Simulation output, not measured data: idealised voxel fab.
Proc. module: voxel plated lines
Section cut is 225 nm wide and gridded with 5 nm square cells.
Just so we're on the same page, the cross-sections are grids of square cells, and they're listed out in bands top to bottom, each band one or more rows deep. Within each band entry, the heights of the top and of the bottom of the band appear first, in that order and in nm; the materials of the band then follow from left to right, each with its corresponding width in nm. The designation "throughout" on a single material indicates that it fills the band from edge to edge; the designation "empty" indicates empty space. Height is counted from the level 0, under which the received wafer is composed throughout of one material. The lowest of the bands is not closed at the bottom but continues downward, in the notation "top 0, no bottom". Width "30 to 40": first value at the band's top row of cells, second value at its bottom row, equal change from row to row. Step marked "no alterations made"? Then no cell in the cross-section changed in it. "Fully enclosed voids" means: voids of 8 cells or more that are shut off from the top with no open way through. Written width x height at distance, distance from the left edge, in nm. Heads up: the bit after the settings on a step's line is the simulator's remark on that step. overlay nm: mask right of planned place by this much (step with mask). Neg. = left.
-- Set out below are the planned steps of the process
1. RECEIVE: material Si
2. CONFORMAL_DEP: material SiO2, thk nm 5
3. DIRECTIONAL_DEP: material TiN, thk nm 5
4. PATTERN: tone open, mask id LINES, material resist, width nm 30, pitch nm 45, thk nm 30, overlay nm 0
5. EPI: material Ru, thk nm 10
6. EPI: material Ru, thk nm 10
7. STRIP: etch materials resist
8. DIRECTIONAL_ETCH: etch materials TiN, depth nm 5
9. CONFORMAL_DEP: material SiN, thk nm 10
-- as received, after step 1
	top 0, no bottom  Si throughout
	Fully enclosed voids: none
-- Run as planned - first of the two wafers cross-sectioned at the end of the module
	top 40, bottom 30  empty: 40, SiN: 140, empty: 45
	top 30, bottom 15  empty: 40, SiN: 10, Ru: 30, SiN: 15, Ru: 30, SiN: 15, Ru: 30, SiN: 10, empty: 45
	top 15, bottom 10  SiN: 50, Ru: 30, SiN: 15, Ru: 30, SiN: 15, Ru: 30, SiN: 55
	top 10, bottom 5  SiN: 50, TiN: 30, SiN: 15, TiN: 30, SiN: 15, TiN: 30, SiN: 55
	top 5, bottom 0  SiO2 throughout
	top 0, no bottom  Si throughout
	Fully enclosed voids: none
-- Second wafer cross-section at end of module - shared start and plan with the first, one mistake in the run
	top 40, bottom 30  empty: 45, SiN: 135, empty: 45
	top 30, bottom 15  empty: 45, SiN: 10, Ru: 25, SiN: 20, Ru: 25, SiN: 20, Ru: 25, SiN: 10, empty: 45
	top 15, bottom 10  SiN: 55, Ru: 25, SiN: 20, Ru: 25, SiN: 20, Ru: 25, SiN: 55
	top 10, bottom 5  SiN: 55, TiN: 25, SiN: 20, TiN: 25, SiN: 20, TiN: 25, SiN: 55
	top 5, bottom 0  SiO2 throughout
	top 0, no bottom  Si throughout
	Fully enclosed voids: none
Diagnosis: note that step 4 departed from the planned setting and was carried out as PATTERN: tone open, mask id LINES, material resist, width nm 25, pitch nm 45, thk nm 30, overlay nm 0
The closing comparison, in cells, has the second wafer with more or fewer of some materials than the first: 12 fewer of Ru; 10 more of SiN; 3 fewer of TiN
